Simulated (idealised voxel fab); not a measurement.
voxel gate over fins: a process module
Section shown: cut. Width: 250 nm. Cell size: 5 nm, square.
Cross-sections here: square-cell grids, written as top-down lists of bands, a band being one or more rows of cells. Heads up on the band format: heights come first, top then bottom, in nm. After that it's the materials left to right, each with its width in nm. A single material flagged "edge to edge" fills the whole band edge to edge, and "air" means there's empty space there. Height datum 0, below which the as-received substrate wafer is one material. Lowest band open at the bottom, running downward: "0 -> down". A width such as "30->40" changes by the same amount from each row of cells to the next, from the band's top row to its bottom row. "remains unaltered" means the step left every cell of the cross-section as it was. Any empty space of 8 cells or more lacking an open way to the top shows up in "Cavities, closed" as width x height at distance, distance from the left edge, in nm. It should be noted that, on the line of a given step, the content following the step's settings is a remark produced by the simulator itself with respect to that step. The line of a step may include "overlay nm". On a step with a mask, this value is how far to the right of its planned place the mask lay. A negative value means the mask lay to the left.
# So here's the lineup of process steps we planned
1) op RECEIVE | material Si
2) op CONFORMAL_DEP | material SiN | thk nm 5
3) op MASKED_ETCH | tone cover | mask id FINS | width nm 15 | pitch nm 55 | etch materials SiN | depth nm 5 | overlay nm 0
4) op MASKED_ETCH | tone cover | mask id FINS | width nm 15 | pitch nm 55 | etch materials Si | depth nm 40 | overlay nm 0
5) op OXIDIZE | depth nm 5
6) op FILL_DEP | material SiO2 | thk nm 15
7) op CMP | height nm 5
8) op MASKED_ETCH | tone open | mask id RAIL | width nm 15 | etch materials SiO2 | depth nm 40 | overlay nm 0
9) op CONFORMAL_DEP | material TiN | thk nm 5
10) op FILL_DEP | material W | thk nm 10
11) op CMP | height nm 5
12) op SELECTIVE_ETCH | etch materials W Ru TiN | depth nm 30
13) op FILL_DEP | material SiO2 | thk nm 5
14) op CMP | height nm 5
15) op SELECTIVE_ETCH | etch materials SiO2 | depth nm 20
16) op STRIP | etch materials SiN
17) op CONFORMAL_DEP | material HfO2 | thk nm 5
18) op CONFORMAL_DEP | material TiN | thk nm 5
19) op FILL_DEP | material W | thk nm 10
20) op CMP | height nm 15
21) op CONFORMAL_DEP | material SiN | thk nm 5
# Of two wafers, the first: run according to plan
# Step 1 complete: cross-section of the wafer as received
> 0 -> down  Si edge to edge
> Cavities, closed: none
# Cross-section: wafer state after step 2
> 5 -> 0  SiN edge to edge
> Note: structure below 0 unchanged.
# Cross-section: wafer state after step 3
> 5 -> 0  air (35), SiN (15), air (40), SiN (15), air (40), SiN (15), air (40), SiN (15), air (35)
> Note: structure below 0 unchanged.
# Cross-section: wafer state after step 4
> 5 -> 0  air (35), SiN (15), air (40), SiN (15), air (40), SiN (15), air (40), SiN (15), air (35)
> 0 -> -40  air (35), Si (15), air (40), Si (15), air (40), Si (15), air (40), Si (15), air (35)
> Note: structure below -40 unchanged.
# Cross-section: wafer state after step 5
> 5 -> 0  air (35), SiN (15), air (40), SiN (15), air (40), SiN (15), air (40), SiN (15), air (35)
> 0 -> -40  air (35), SiO2 (5), Si (5), SiO2 (5), air (40), SiO2 (5), Si (5), SiO2 (5), air (40), SiO2 (5), Si (5), SiO2 (5), air (40), SiO2 (5), Si (5), SiO2 (5), air (35)
> -40 -> -45  SiO2 (40), Si (5), SiO2 (50), Si (5), SiO2 (50), Si (5), SiO2 (50), Si (5), SiO2 (40)
> Note: structure below -45 unchanged.
# Cross-section: wafer state after step 6
> 20 -> 5  SiO2 edge to edge
> 5 -> 0  SiO2 (35), SiN (15), SiO2 (40), SiN (15), SiO2 (40), SiN (15), SiO2 (40), SiN (15), SiO2 (35)
> 0 -> -45  SiO2 (40), Si (5), SiO2 (50), Si (5), SiO2 (50), Si (5), SiO2 (50), Si (5), SiO2 (40)
> Note: structure below -45 unchanged.
# Cross-section: wafer state after step 7
> 5 -> 0  SiO2 (35), SiN (15), SiO2 (40), SiN (15), SiO2 (40), SiN (15), SiO2 (40), SiN (15), SiO2 (35)
> Note: structure below 0 unchanged.
# Cross-section: wafer state after step 8
> 5 -> 0  SiO2 (35), SiN (15), SiO2 (10), air (15), SiO2 (15), SiN (15), SiO2 (40), SiN (15), SiO2 (40), SiN (15), SiO2 (35)
> 0 -> -35  SiO2 (40), Si (5), SiO2 (15), air (15), SiO2 (20), Si (5), SiO2 (50), Si (5), SiO2 (50), Si (5), SiO2 (40)
> Note: structure below -35 unchanged.
# Cross-section: wafer state after step 9
> 10 -> 5  TiN (65), air (5), TiN (180)
> 5 -> 0  SiO2 (35), SiN (15), SiO2 (10), TiN (5), air (5), TiN (5), SiO2 (15), SiN (15), SiO2 (40), SiN (15), SiO2 (40), SiN (15), SiO2 (35)
> 0 -> -30  SiO2 (40), Si (5), SiO2 (15), TiN (5), air (5), TiN (5), SiO2 (20), Si (5), SiO2 (50), Si (5), SiO2 (50), Si (5), SiO2 (40)
> -30 -> -35  SiO2 (40), Si (5), SiO2 (15), TiN (15), SiO2 (20), Si (5), SiO2 (50), Si (5), SiO2 (50), Si (5), SiO2 (40)
> Note: structure below -35 unchanged.
# Cross-section: wafer state after step 10
> 20 -> 10  W edge to edge
> 10 -> 5  TiN (65), W (5), TiN (180)
> 5 -> 0  SiO2 (35), SiN (15), SiO2 (10), TiN (5), W (5), TiN (5), SiO2 (15), SiN (15), SiO2 (40), SiN (15), SiO2 (40), SiN (15), SiO2 (35)
> 0 -> -30  SiO2 (40), Si (5), SiO2 (15), TiN (5), W (5), TiN (5), SiO2 (20), Si (5), SiO2 (50), Si (5), SiO2 (50), Si (5), SiO2 (40)
> Note: structure below -30 unchanged.
# Cross-section: wafer state after step 11
> 5 -> 0  SiO2 (35), SiN (15), SiO2 (10), TiN (5), W (5), TiN (5), SiO2 (15), SiN (15), SiO2 (40), SiN (15), SiO2 (40), SiN (15), SiO2 (35)
> Note: structure below 0 unchanged.
# Cross-section: wafer state after step 12
> 5 -> 0  SiO2 (35), SiN (15), SiO2 (10), air (15), SiO2 (15), SiN (15), SiO2 (40), SiN (15), SiO2 (40), SiN (15), SiO2 (35)
> 0 -> -25  SiO2 (40), Si (5), SiO2 (15), air (15), SiO2 (20), Si (5), SiO2 (50), Si (5), SiO2 (50), Si (5), SiO2 (40)
> Note: structure below -25 unchanged.
# Cross-section: wafer state after step 13
> 10 -> 5  SiO2 edge to edge
> 5 -> 0  SiO2 (35), SiN (15), SiO2 (40), SiN (15), SiO2 (40), SiN (15), SiO2 (40), SiN (15), SiO2 (35)
> 0 -> -25  SiO2 (40), Si (5), SiO2 (50), Si (5), SiO2 (50), Si (5), SiO2 (50), Si (5), SiO2 (40)
> Note: structure below -25 unchanged.
# Cross-section: wafer state after step 14
> 5 -> 0  SiO2 (35), SiN (15), SiO2 (40), SiN (15), SiO2 (40), SiN (15), SiO2 (40), SiN (15), SiO2 (35)
> Note: structure below 0 unchanged.
# Cross-section: wafer state after step 15
> 5 -> 0  air (35), SiN (15), air (40), SiN (15), air (40), SiN (15), air (40), SiN (15), air (35)
> 0 -> -15  air (40), Si (5), air (50), Si (5), air (50), Si (5), air (50), Si (5), air (40)
> Note: structure below -15 unchanged.
# Cross-section: wafer state after step 16
> 0 -> -15  air (40), Si (5), air (50), Si (5), air (50), Si (5), air (50), Si (5), air (40)
> Note: structure below -15 unchanged.
# Cross-section: wafer state after step 17
> 5 -> 0  air (35), HfO2 (15), air (40), HfO2 (15), air (40), HfO2 (15), air (40), HfO2 (15), air (35)
> 0 -> -10  air (35), HfO2 (5), Si (5), HfO2 (5), air (40), HfO2 (5), Si (5), HfO2 (5), air (40), HfO2 (5), Si (5), HfO2 (5), air (40), HfO2 (5), Si (5), HfO2 (5), air (35)
> -10 -> -15  HfO2 (40), Si (5), HfO2 (50), Si (5), HfO2 (50), Si (5), HfO2 (50), Si (5), HfO2 (40)
> Note: structure below -15 unchanged.
# Cross-section: wafer state after step 18
> 10 -> 5  air (30), TiN (25), air (30), TiN (25), air (30), TiN (25), air (30), TiN (25), air (30)
> 5 -> 0  air (30), TiN (5), HfO2 (15), TiN (5), air (30), TiN (5), HfO2 (15), TiN (5), air (30), TiN (5), HfO2 (15), TiN (5), air (30), TiN (5), HfO2 (15), TiN (5), air (30)
> 0 -> -5  air (30), TiN (5), HfO2 (5), Si (5), HfO2 (5), TiN (5), air (30), TiN (5), HfO2 (5), Si (5), HfO2 (5), TiN (5), air (30), TiN (5), HfO2 (5), Si (5), HfO2 (5), TiN (5), air (30), TiN (5), HfO2 (5), Si (5), HfO2 (5), TiN (5), air (30)
> -5 -> -10  TiN (35), HfO2 (5), Si (5), HfO2 (5), TiN (40), HfO2 (5), Si (5), HfO2 (5), TiN (40), HfO2 (5), Si (5), HfO2 (5), TiN (40), HfO2 (5), Si (5), HfO2 (5), TiN (35)
> Note: structure below -10 unchanged.
# Cross-section: wafer state after step 19
> 20 -> 10  W edge to edge
> 10 -> 5  W (30), TiN (25), W (30), TiN (25), W (30), TiN (25), W (30), TiN (25), W (30)
> 5 -> 0  W (30), TiN (5), HfO2 (15), TiN (5), W (30), TiN (5), HfO2 (15), TiN (5), W (30), TiN (5), HfO2 (15), TiN (5), W (30), TiN (5), HfO2 (15), TiN (5), W (30)
> 0 -> -5  W (30), TiN (5), HfO2 (5), Si (5), HfO2 (5), TiN (5), W (30), TiN (5), HfO2 (5), Si (5), HfO2 (5), TiN (5), W (30), TiN (5), HfO2 (5), Si (5), HfO2 (5), TiN (5), W (30), TiN (5), HfO2 (5), Si (5), HfO2 (5), TiN (5), W (30)
> Note: structure below -5 unchanged.
# Cross-section: wafer state after step 20
> 15 -> 10  W edge to edge
> Note: structure below 10 unchanged.
# Cross-section: wafer state after step 21
> 20 -> 15  SiN edge to edge
> Note: structure below 15 unchanged.
# Now the other wafer: same start, same recipe, but we messed up one thing when running it. Up to and including step 7 it's the same as the first one
# X-section, second wafer, when step 8 was due to finish
> 5 -> 0  air (35), SiN (15), air (10), SiO2 (15), air (15), SiN (15), air (40), SiN (15), air (40), SiN (15), air (35)
> 0 -> -35  air (35), SiO2 (5), Si (5), SiO2 (5), air (10), SiO2 (15), air (15), SiO2 (5), Si (5), SiO2 (5), air (40), SiO2 (5), Si (5), SiO2 (5), air (40), SiO2 (5), Si (5), SiO2 (5), air (35)
> Note: structure below -35 unchanged.
# X-section, second wafer, when step 9 was due to finish
> 10 -> 5  air (30), TiN (50), air (5), TiN (25), air (30), TiN (25), air (30), TiN (25), air (30)
> 5 -> 0  air (30), TiN (5), SiN (15), TiN (10), SiO2 (15), TiN (5), air (5), TiN (5), SiN (15), TiN (5), air (30), TiN (5), SiN (15), TiN (5), air (30), TiN (5), SiN (15), TiN (5), air (30)
> 0 -> -30  air (30), TiN (5), SiO2 (5), Si (5), SiO2 (5), TiN (10), SiO2 (15), TiN (5), air (5), TiN (5), SiO2 (5), Si (5), SiO2 (5), TiN (5), air (30), TiN (5), SiO2 (5), Si (5), SiO2 (5), TiN (5), air (30), TiN (5), SiO2 (5), Si (5), SiO2 (5), TiN (5), air (30)
> -30 -> -35  TiN (35), SiO2 (5), Si (5), SiO2 (5), TiN (10), SiO2 (15), TiN (15), SiO2 (5), Si (5), SiO2 (5), TiN (40), SiO2 (5), Si (5), SiO2 (5), TiN (40), SiO2 (5), Si (5), SiO2 (5), TiN (35)
> Note: structure below -35 unchanged.
# X-section, second wafer, when step 10 was due to finish
> 20 -> 10  W edge to edge
> 10 -> 5  W (30), TiN (50), W (5), TiN (25), W (30), TiN (25), W (30), TiN (25), W (30)
> 5 -> 0  W (30), TiN (5), SiN (15), TiN (10), SiO2 (15), TiN (5), W (5), TiN (5), SiN (15), TiN (5), W (30), TiN (5), SiN (15), TiN (5), W (30), TiN (5), SiN (15), TiN (5), W (30)
> 0 -> -30  W (30), TiN (5), SiO2 (5), Si (5), SiO2 (5), TiN (10), SiO2 (15), TiN (5), W (5), TiN (5), SiO2 (5), Si (5), SiO2 (5), TiN (5), W (30), TiN (5), SiO2 (5), Si (5), SiO2 (5), TiN (5), W (30), TiN (5), SiO2 (5), Si (5), SiO2 (5), TiN (5), W (30)
> Note: structure below -30 unchanged.
# X-section, second wafer, when step 11 was due to finish
> 5 -> 0  W (30), TiN (5), SiN (15), TiN (10), SiO2 (15), TiN (5), W (5), TiN (5), SiN (15), TiN (5), W (30), TiN (5), SiN (15), TiN (5), W (30), TiN (5), SiN (15), TiN (5), W (30)
> Note: structure below 0 unchanged.
# X-section, second wafer, when step 12 was due to finish
> 5 -> 0  air (35), SiN (15), air (10), SiO2 (15), air (15), SiN (15), air (40), SiN (15), air (40), SiN (15), air (35)
> 0 -> -25  air (35), SiO2 (5), Si (5), SiO2 (5), air (10), SiO2 (15), air (15), SiO2 (5), Si (5), SiO2 (5), air (40), SiO2 (5), Si (5), SiO2 (5), air (40), SiO2 (5), Si (5), SiO2 (5), air (35)
> Note: structure below -25 unchanged.
# X-section, second wafer, when step 13 was due to finish
> 10 -> 5  SiO2 edge to edge
> 5 -> 0  SiO2 (35), SiN (15), SiO2 (40), SiN (15), SiO2 (40), SiN (15), SiO2 (40), SiN (15), SiO2 (35)
> 0 -> -25  SiO2 (40), Si (5), SiO2 (50), Si (5), SiO2 (50), Si (5), SiO2 (50), Si (5), SiO2 (40)
> Note: structure below -25 unchanged.
# X-section, second wafer, when step 14 was due to finish
> 5 -> 0  SiO2 (35), SiN (15), SiO2 (40), SiN (15), SiO2 (40), SiN (15), SiO2 (40), SiN (15), SiO2 (35)
> Note: structure below 0 unchanged.
# X-section, second wafer, when step 15 was due to finish
> 5 -> 0  air (35), SiN (15), air (40), SiN (15), air (40), SiN (15), air (40), SiN (15), air (35)
> 0 -> -15  air (40), Si (5), air (50), Si (5), air (50), Si (5), air (50), Si (5), air (40)
> Note: structure below -15 unchanged.
# X-section, second wafer, when step 16 was due to finish
> 0 -> -15  air (40), Si (5), air (50), Si (5), air (50), Si (5), air (50), Si (5), air (40)
> Note: structure below -15 unchanged.
# X-section, second wafer, when step 17 was due to finish
> 5 -> 0  air (35), HfO2 (15), air (40), HfO2 (15), air (40), HfO2 (15), air (40), HfO2 (15), air (35)
> 0 -> -10  air (35), HfO2 (5), Si (5), HfO2 (5), air (40), HfO2 (5), Si (5), HfO2 (5), air (40), HfO2 (5), Si (5), HfO2 (5), air (40), HfO2 (5), Si (5), HfO2 (5), air (35)
> -10 -> -15  HfO2 (40), Si (5), HfO2 (50), Si (5), HfO2 (50), Si (5), HfO2 (50), Si (5), HfO2 (40)
> Note: structure below -15 unchanged.
# X-section, second wafer, when step 18 was due to finish
> 10 -> 5  air (30), TiN (25), air (30), TiN (25), air (30), TiN (25), air (30), TiN (25), air (30)
> 5 -> 0  air (30), TiN (5), HfO2 (15), TiN (5), air (30), TiN (5), HfO2 (15), TiN (5), air (30), TiN (5), HfO2 (15), TiN (5), air (30), TiN (5), HfO2 (15), TiN (5), air (30)
> 0 -> -5  air (30), TiN (5), HfO2 (5), Si (5), HfO2 (5), TiN (5), air (30), TiN (5), HfO2 (5), Si (5), HfO2 (5), TiN (5), air (30), TiN (5), HfO2 (5), Si (5), HfO2 (5), TiN (5), air (30), TiN (5), HfO2 (5), Si (5), HfO2 (5), TiN (5), air (30)
> -5 -> -10  TiN (35), HfO2 (5), Si (5), HfO2 (5), TiN (40), HfO2 (5), Si (5), HfO2 (5), TiN (40), HfO2 (5), Si (5), HfO2 (5), TiN (40), HfO2 (5), Si (5), HfO2 (5), TiN (35)
> Note: structure below -10 unchanged.
# X-section, second wafer, when step 19 was due to finish
> 20 -> 10  W edge to edge
> 10 -> 5  W (30), TiN (25), W (30), TiN (25), W (30), TiN (25), W (30), TiN (25), W (30)
> 5 -> 0  W (30), TiN (5), HfO2 (15), TiN (5), W (30), TiN (5), HfO2 (15), TiN (5), W (30), TiN (5), HfO2 (15), TiN (5), W (30), TiN (5), HfO2 (15), TiN (5), W (30)
> 0 -> -5  W (30), TiN (5), HfO2 (5), Si (5), HfO2 (5), TiN (5), W (30), TiN (5), HfO2 (5), Si (5), HfO2 (5), TiN (5), W (30), TiN (5), HfO2 (5), Si (5), HfO2 (5), TiN (5), W (30), TiN (5), HfO2 (5), Si (5), HfO2 (5), TiN (5), W (30)
> Note: structure below -5 unchanged.
# X-section, second wafer, when step 20 was due to finish
> 15 -> 10  W edge to edge
> Note: structure below 10 unchanged.
# X-section, second wafer, when step 21 was due to finish
> 20 -> 15  SiN edge to edge
> Note: structure below 15 unchanged.
Plan not followed: heads up, step 8 didn't go per plan, it actually ran as op MASKED_ETCH | tone cover | mask id RAIL | width nm 15 | etch materials SiO2 | depth nm 40 | overlay nm 0
The final cell counts differ between the wafers, with the second having more or fewer of some materials than the first: SiO2 -64 | TiN +40 | W +24
